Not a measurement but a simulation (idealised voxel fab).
process module | voxel transistor to metal
cross-section cut | 180 nm wide | cells 5 nm
A cross-section is a grid of square cells, given in bands from the top down. A band is one or more rows of cells.
Each band's line starts with the height of the band's top and of its bottom, in nm. Then come its materials from left to right, each with its width in nm. One material with "throughout" fills the band from edge to edge. "air" is empty space.
Height 0 is the level under which the wafer as received is all one material. The lowest band goes on downwards, as in "0 down".
A width such as "30 to 40" changes by the same amount from each row of cells to the next, from the band's top row to its bottom row.
"no change" after a step means that no cell of the cross-section changed.
closed voids: empty space of 8 cells or more with no open way to the top, each as width x height at its distance from the left edge, in nm
after a step's settings: what the simulator itself notes on the step
overlay nm, on a step with a mask: how far to the right of its planned place the mask lay; to the left if negative
plan
1 op RECEIVE | material Si
2 op CONFORMAL_DEP | material SiO2 | thk nm 5
3 op CONFORMAL_DEP | material SiN | thk nm 10
4 op PATTERN | tone cover | mask id ACTIVE | material resist | width nm 105 | thk nm 20 | overlay nm 0
5 op DIRECTIONAL_ETCH | etch materials SiN | depth nm 10
6 op DIRECTIONAL_ETCH | etch materials SiO2 | depth nm 5
7 op DIRECTIONAL_ETCH | etch materials Si | depth nm 20
8 op STRIP | etch materials resist
9 op OXIDIZE | depth nm 5
10 op FILL_DEP | material SiO2 | thk nm 10
11 op CMP | height nm 15
12 op SELECTIVE_ETCH | etch materials SiO2 | depth nm 5
13 op STRIP | etch materials SiN
14 op SELECTIVE_ETCH | etch materials SiO2 | depth nm 5
15 op OXIDIZE | depth nm 5
16 op DIRECTIONAL_DEP | material polySi | thk nm 20
17 op DIRECTIONAL_DEP | material SiCN | thk nm 10
18 op PATTERN | tone cover | mask id GATE | material resist | width nm 25 | thk nm 20 | overlay nm -15
19 op DIRECTIONAL_ETCH | etch materials SiCN | depth nm 20
20 op DIRECTIONAL_ETCH | etch materials polySi | depth nm 30
21 op STRIP | etch materials resist
22 op CONFORMAL_DEP | material SiN | thk nm 10
23 op DIRECTIONAL_ETCH | etch materials SiN | depth nm 10
24 op DIRECTIONAL_ETCH | etch materials SiO2 | depth nm 5
25 op DIRECTIONAL_ETCH | etch materials Si | depth nm 10
26 op EPI | material nSi | thk nm 10
27 op FILL_DEP | material SiO2 | thk nm 10
28 op CMP | height nm 30
29 op DIRECTIONAL_DEP | material SiO2 | thk nm 10
30 op DIRECTIONAL_DEP | material aC | thk nm 15
31 op PATTERN | tone open | mask id CONTACT | material resist | width nm 25 | pitch nm 60 | thk nm 35 | overlay nm 0
32 op DIRECTIONAL_ETCH | etch materials aC | depth nm 15
33 op STRIP | etch materials resist
34 op DIRECTIONAL_ETCH | etch materials SiO2 | depth nm 45
35 op STRIP | etch materials aC
36 op CONFORMAL_DEP | material TiN | thk nm 5
37 op FILL_DEP | material Ru | thk nm 10
38 op CMP | height nm 40
39 op DIRECTIONAL_DEP | material TiN | thk nm 5
40 op DIRECTIONAL_DEP | material W | thk nm 25
41 op DIRECTIONAL_DEP | material aC | thk nm 15
42 op PATTERN | tone cover | mask id METAL_1 | material resist | width nm 15 | pitch nm 70 | thk nm 35 | overlay nm 0
43 op DIRECTIONAL_ETCH | etch materials aC | depth nm 15
44 op STRIP | etch materials resist
45 op DIRECTIONAL_ETCH | etch materials W | depth nm 25
46 op DIRECTIONAL_ETCH | etch materials TiN | depth nm 5
47 op STRIP | etch materials aC
48 op CONFORMAL_DEP | material SiN | thk nm 5
49 op FILL_DEP | material lowk | thk nm 10
50 op CMP | height nm 70
51 op CONFORMAL_DEP | material SiCN | thk nm 5
52 op DIRECTIONAL_DEP | material lowk | thk nm 30
53 op DIRECTIONAL_DEP | material aC | thk nm 15
54 op PATTERN | tone open | mask id METAL_2 | material resist | width nm 15 | pitch nm 70 | thk nm 35 | overlay nm 0
55 op DIRECTIONAL_ETCH | etch materials aC | depth nm 15
56 op STRIP | etch materials resist
57 op DIRECTIONAL_ETCH | etch materials lowk | depth nm 15
58 op STRIP | etch materials aC
59 op MASKED_ETCH | tone open | mask id METAL_2_HOLES | width nm 15 | pitch nm 70 | etch materials lowk | depth nm 15 | overlay nm 0
60 op MASKED_ETCH | tone open | mask id METAL_2_HOLES | width nm 15 | pitch nm 70 | etch materials SiCN | depth nm 5 | overlay nm 0
61 op CONFORMAL_DEP | material TiN | thk nm 5
62 op FILL_DEP | material Cu | thk nm 10
63 op CMP | height nm 105
64 op CONFORMAL_DEP | material SiCN | thk nm 5
varied across the wafers: overlay nm of step 18. The plan shows the first wafer's value. All wafers start alike
first wafer as received, after step 1
  0 down: Si throughout
  closed voids: none
each wafer at the end: cells of each material gained (+) or lost (-) since it was received, then its closed voids
overlay nm -15 | +12 Cu | +27 Ru | -124 Si | +76 SiCN | +78 SiN | +266 SiO2 | +69 TiN | +30 W | +310 lowk | +28 nSi | +20 polySi | closed voids: none
overlay nm -10 | +12 Cu | +25 Ru | -124 Si | +76 SiCN | +78 SiN | +263 SiO2 | +74 TiN | +30 W | +310 lowk | +28 nSi | +20 polySi | closed voids: none
overlay nm -5 | +12 Cu | +28 Ru | -124 Si | +76 SiCN | +78 SiN | +258 SiO2 | +76 TiN | +30 W | +310 lowk | +28 nSi | +20 polySi | closed voids: none
overlay nm 0 | +12 Cu | +26 Ru | -124 Si | +76 SiCN | +78 SiN | +258 SiO2 | +78 TiN | +30 W | +310 lowk | +28 nSi | +20 polySi | closed voids: none
overlay nm 5 | +12 Cu | +28 Ru | -124 Si | +76 SiCN | +78 SiN | +258 SiO2 | +76 TiN | +30 W | +310 lowk | +28 nSi | +20 polySi | closed voids: none
overlay nm 10 | +12 Cu | +25 Ru | -124 Si | +76 SiCN | +78 SiN | +263 SiO2 | +74 TiN | +30 W | +310 lowk | +28 nSi | +20 polySi | closed voids: none
overlay nm 15 | +12 Cu | +27 Ru | -124 Si | +76 SiCN | +78 SiN | +266 SiO2 | +69 TiN | +30 W | +310 lowk | +28 nSi | +20 polySi | closed voids: none
